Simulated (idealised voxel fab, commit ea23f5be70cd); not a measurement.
Presented below is a process module, voxel transistor to metal.
The figure presents cross-section cut, which has a width of 300 nm and is divided into square cells with an edge length of 5 nm.
Each cross-section below is a grid of square cells, stated as bands in top-down order, with one or more rows of cells making up each band.
This entry defines a band. It first specifies the height of the band's top and the height of its bottom in nm, and then specifies the band's materials from left to right, stating each material with its width in nm. The word "throughout" identifies a single material that fills the band from edge to edge, while the word "blank" identifies empty space.
Heights from 0 (as-received wafer is one material below). Bottom band endless downward, as "0 nm and below".
Top row gets the first number, bottom row gets the second, and each row in between changes by the same step: that is how a band width like "30..40" works.
Take "nothing different" at face value: in the step it is given for, the cross-section changed in none of its cells.
What "Sealed voids" gives you is every empty space of 8 cells or more that is cut off from the top. Each appears as width x height at distance, with the distance taken from the left edge and width, height and distance all in nm.
Formally, on a step line, whatever follows the settings is a remark that the simulator itself makes on the step.
When a step includes a mask, the "overlay nm" setting on its line states how far to the right of its planned place that mask lay, and negative values state how far to the left.

Intended process steps
- 1: RECEIVE [material Si]
- 2: OXIDIZE [depth nm 5]
- 3: CONFORMAL_DEP [material SiN] [thk nm 10]
- 4: MASKED_ETCH [tone cover] [mask id ACTIVE] [width nm 105] [pitch nm 130] [etch materials SiN] [depth nm 10] [overlay nm 0]
- 5: MASKED_ETCH [tone cover] [mask id ACTIVE] [width nm 105] [pitch nm 130] [etch materials SiO2] [depth nm 5] [overlay nm 0]
- 6: MASKED_ETCH [tone cover] [mask id ACTIVE] [width nm 105] [pitch nm 130] [etch materials Si] [depth nm 30] [overlay nm 0]
- 7: FILL_DEP [material SiO2] [thk nm 15]
- 8: CMP [height nm 10]
- 9: SELECTIVE_ETCH [etch materials SiO2] [depth nm 5]
- 10: STRIP [etch materials SiN]
- 11: SELECTIVE_ETCH [etch materials SiO2] [depth nm 5]
- 12: OXIDIZE [depth nm 5]
- 13: DIRECTIONAL_DEP [material polySi] [thk nm 30]
- 14: DIRECTIONAL_DEP [material SiCN] [thk nm 15]
- 15: MASKED_ETCH [tone cover] [mask id GATE] [width nm 15] [pitch nm 130] [etch materials SiCN] [depth nm 25] [overlay nm 0]
- 16: MASKED_ETCH [tone cover] [mask id GATE] [width nm 15] [pitch nm 130] [etch materials polySi] [depth nm 40] [overlay nm 0]
- 17: CONFORMAL_DEP [material SiN] [thk nm 10]
- 18: DIRECTIONAL_ETCH [etch materials SiN] [depth nm 10]
- 19: DIRECTIONAL_ETCH [etch materials SiO2] [depth nm 5]
- 20: EPI [material SiGe] [thk nm 5]
- 21: FILL_DEP [material SiO2] [thk nm 5]
- 22: CMP [height nm 40]
- 23: DIRECTIONAL_DEP [material SiO2] [thk nm 10]
- 24: DIRECTIONAL_DEP [material aC] [thk nm 10]
- 25: PATTERN [tone open] [mask id CONTACT] [material resist] [width nm 30] [thk nm 25] [overlay nm 0]
- 26: DIRECTIONAL_ETCH [etch materials aC] [depth nm 10]
- 27: STRIP [etch materials resist]
- 28: DIRECTIONAL_ETCH [etch materials SiO2] [depth nm 55]
- 29: STRIP [etch materials aC]
- 30: CONFORMAL_DEP [material TiN] [thk nm 5]
- 31: FILL_DEP [material W] [thk nm 5]
- 32: CMP [height nm 50]
- 33: CONFORMAL_DEP [material SiN] [thk nm 5]
- 34: DIRECTIONAL_DEP [material lowk] [thk nm 25]
- 35: DIRECTIONAL_DEP [material aC] [thk nm 15]
- 36: PATTERN [tone open] [mask id METAL_1] [material resist] [width nm 20] [pitch nm 65] [thk nm 35] [overlay nm 0]
- 37: DIRECTIONAL_ETCH [etch materials aC] [depth nm 15]
- 38: STRIP [etch materials resist]
- 39: DIRECTIONAL_ETCH [etch materials lowk] [depth nm 25]
- 40: DIRECTIONAL_ETCH [etch materials SiN] [depth nm 5]
- 41: STRIP [etch materials aC]
- 42: CONFORMAL_DEP [material TiN] [thk nm 5]
- 43: FILL_DEP [material Ru] [thk nm 10]
- 44: CMP [height nm 80]
- 45: EPI [material Ru] [thk nm 5]
- 46: FILL_DEP [material SiCN] [thk nm 5]

Incoming wafer in cross-section (state: after step 1)
	0 nm and below | Si throughout
	Sealed voids: none

First wafer of two, sectioned at end of module; run went per plan
	90 nm to 85 nm | SiCN throughout
	85 nm to 80 nm | SiCN: 35  Ru: 30  SiCN: 35  Ru: 30  SiCN: 35  Ru: 30  SiCN: 35  Ru: 30  SiCN: 40
	80 nm to 55 nm | lowk: 40  TiN: 5  Ru: 10  TiN: 5  lowk: 45  TiN: 5  Ru: 10  TiN: 5  lowk: 45  TiN: 5  Ru: 10  TiN: 5  lowk: 45  TiN: 5  Ru: 10  TiN: 5  lowk: 45
	55 nm to 50 nm | SiN: 40  TiN: 20  SiN: 45  TiN: 20  SiN: 45  TiN: 20  SiN: 45  TiN: 20  SiN: 45
	50 nm to 40 nm | SiO2: 40  TiN: 5  W: 20..15  TiN: 5..10  SiO2: 25  TiN: 5..10  W: 20..15  TiN: 5  SiO2: 45  TiN: 5  W: 20..15  TiN: 5..10  SiO2: 25  TiN: 5..10  W: 20..15  TiN: 5  SiO2: 45
	40 nm to 25 nm | SiO2: 40  TiN: 5  W: 15  TiN: 5  SiN: 10  SiCN: 15  SiN: 10  TiN: 5  W: 15  TiN: 5  SiO2: 45  TiN: 5  W: 15  TiN: 5  SiN: 10  SiCN: 15  SiN: 10  TiN: 5  W: 15  TiN: 5  SiO2: 45
	25 nm to 0 nm | SiO2: 40  TiN: 5  W: 15  TiN: 5  SiN: 10  polySi: 15  SiN: 10  TiN: 5  W: 15  TiN: 5  SiO2: 45  TiN: 5  W: 15  TiN: 5  SiN: 10  polySi: 15  SiN: 10  TiN: 5  W: 15  TiN: 5  SiO2: 45
	0 nm to -5 nm | SiO2: 25  SiN: 10  SiO2: 5  TiN: 25  SiN: 10  polySi: 15  SiN: 10  TiN: 25  SiO2: 5  SiN: 10  SiO2: 15  SiN: 10  SiO2: 5  TiN: 25  SiN: 10  polySi: 15  SiN: 10  TiN: 25  SiO2: 5  SiN: 10  SiO2: 30
	-5 nm to -10 nm | SiO2: 35  SiGe: 30  SiO2: 35  SiGe: 30  SiO2: 35  SiGe: 30  SiO2: 35  SiGe: 30  SiO2: 40
	-10 nm to -35 nm | SiO2: 30  Si: 105  SiO2: 25  Si: 105  SiO2: 35
	-35 nm and below | Si throughout
	Sealed voids: none

Cross-sectional view of the second of two wafers upon completion of the module. This wafer shared its starting condition and process plan with the first; one error was made during its execution
	90 nm to 85 nm | SiCN throughout
	85 nm to 80 nm | SiCN: 35  Ru: 30  SiCN: 35  Ru: 30  SiCN: 35  Ru: 30  SiCN: 35  Ru: 30  SiCN: 40
	80 nm to 75 nm | SiN: 40  TiN: 20  SiN: 45  TiN: 20  SiN: 45  TiN: 20  SiN: 45  TiN: 20  SiN: 45
	75 nm to 50 nm | lowk throughout
	50 nm to 40 nm | SiO2: 40  TiN: 5  W: 20..15  TiN: 5..10  SiO2: 25  TiN: 5..10  W: 20..15  TiN: 5  SiO2: 45  TiN: 5  W: 20..15  TiN: 5..10  SiO2: 25  TiN: 5..10  W: 20..15  TiN: 5  SiO2: 45
	40 nm to 25 nm | SiO2: 40  TiN: 5  W: 15  TiN: 5  SiN: 10  SiCN: 15  SiN: 10  TiN: 5  W: 15  TiN: 5  SiO2: 45  TiN: 5  W: 15  TiN: 5  SiN: 10  SiCN: 15  SiN: 10  TiN: 5  W: 15  TiN: 5  SiO2: 45
	25 nm to 0 nm | SiO2: 40  TiN: 5  W: 15  TiN: 5  SiN: 10  polySi: 15  SiN: 10  TiN: 5  W: 15  TiN: 5  SiO2: 45  TiN: 5  W: 15  TiN: 5  SiN: 10  polySi: 15  SiN: 10  TiN: 5  W: 15  TiN: 5  SiO2: 45
	0 nm to -5 nm | SiO2: 25  SiN: 10  SiO2: 5  TiN: 25  SiN: 10  polySi: 15  SiN: 10  TiN: 25  SiO2: 5  SiN: 10  SiO2: 15  SiN: 10  SiO2: 5  TiN: 25  SiN: 10  polySi: 15  SiN: 10  TiN: 25  SiO2: 5  SiN: 10  SiO2: 30
	-5 nm to -10 nm | SiO2: 35  SiGe: 30  SiO2: 35  SiGe: 30  SiO2: 35  SiGe: 30  SiO2: 35  SiGe: 30  SiO2: 40
	-10 nm to -35 nm | SiO2: 30  Si: 105  SiO2: 25  Si: 105  SiO2: 35
	-35 nm and below | Si throughout
	Sealed voids: none
Plan not followed: transposition of steps 33 and 34 relative to the planned sequence
Cell-count delta at end, second wafer over first, by material: Ru -40 | TiN -40 | lowk +80
